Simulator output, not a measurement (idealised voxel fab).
This is a process module. Its name is voxel released beams.
Cross-section cut spans 195 nm and uses square cells 5 nm in size.
How to read a cross-section here: the picture is a grid of square cells, written as bands going from the top down, and any band can span one or more rows of cells.
Band entry format. Leading values: height of top, height of bottom, nm. Remainder: materials in left-to-right order, each with its width in nm. Special words: "everywhere" on a single material, which then fills the band edge to edge; "air", empty space.
Beneath 0, the wafer as received is one material, and that level is where height counting begins. The lowest band goes on downward without a bottom; it is written like "top 0, no bottom".
Read "30->40" as a graded width: first number on top, second number at the bottom, same change between each pair of neighbouring rows.
Where the words "same as before" appear for a step, the cross-section shows no cell changed by that step; every cell remained as before.
In "Enclosed internal cavities" the enclosed voids are listed, meaning empty spaces of 8 cells or larger without any opening to the top. The form is width x height at distance, distance from the left edge, units nm.
Read whatever lies past the settings on a step's line as the simulator's own remark about the step.
overlay nm: mask offset rightward from planned place, masked step; negative means leftward offset.

[The planned process steps are enumerated hereunder]
| 1 | RECEIVE,material Si |
| 2 | CONFORMAL_DEP,material Al2O3,thk nm 10 |
| 3 | DIRECTIONAL_DEP,material SiO2,thk nm 15 |
| 4 | DIRECTIONAL_DEP,material aC,thk nm 10 |
| 5 | PATTERN,tone open,mask id ANCHOR,material resist,width nm 40,thk nm 30,overlay nm 0 |
| 6 | DIRECTIONAL_ETCH,etch materials aC,depth nm 10 |
| 7 | STRIP,etch materials resist |
| 8 | DIRECTIONAL_ETCH,etch materials SiO2,depth nm 15 |
| 9 | STRIP,etch materials aC |
| 10 | CONFORMAL_DEP,material SiN,thk nm 15 |
| 11 | MASKED_ETCH,tone cover,mask id BEAM,width nm 85,etch materials SiN,depth nm 15,overlay nm 0 |
| 12 | STRIP,etch materials SiO2 |

[Step 1 complete: cross-section of the wafer as received]
top 0, no bottom  Si everywhere
Enclosed internal cavities: none

[Post-module cross-section of the first of two wafers (run per plan)]
top 40, bottom 25  50 nm air, 20 nm SiN, 10 nm air, 55 nm SiN, 60 nm air
top 25, bottom 10  55 nm air, 40 nm SiN, 100 nm air
top 10, bottom 0  Al2O3 everywhere
top 0, no bottom  Si everywhere
Enclosed internal cavities: none

[Cross-section of the latter of the two wafers at module completion. It had an identical start and an identical plan to the former; in running it, one mistake was made]
top 0, no bottom  Si everywhere
Enclosed internal cavities: none
What broke from the plan during processing? the process deviated at step 2: the operation and settings actually run there were CONFORMAL_DEP,material SiO2,thk nm 10
Wrapping up, a cell-based count of both wafers puts the second over or under the first for these materials: Al2O3 -78, SiN -69
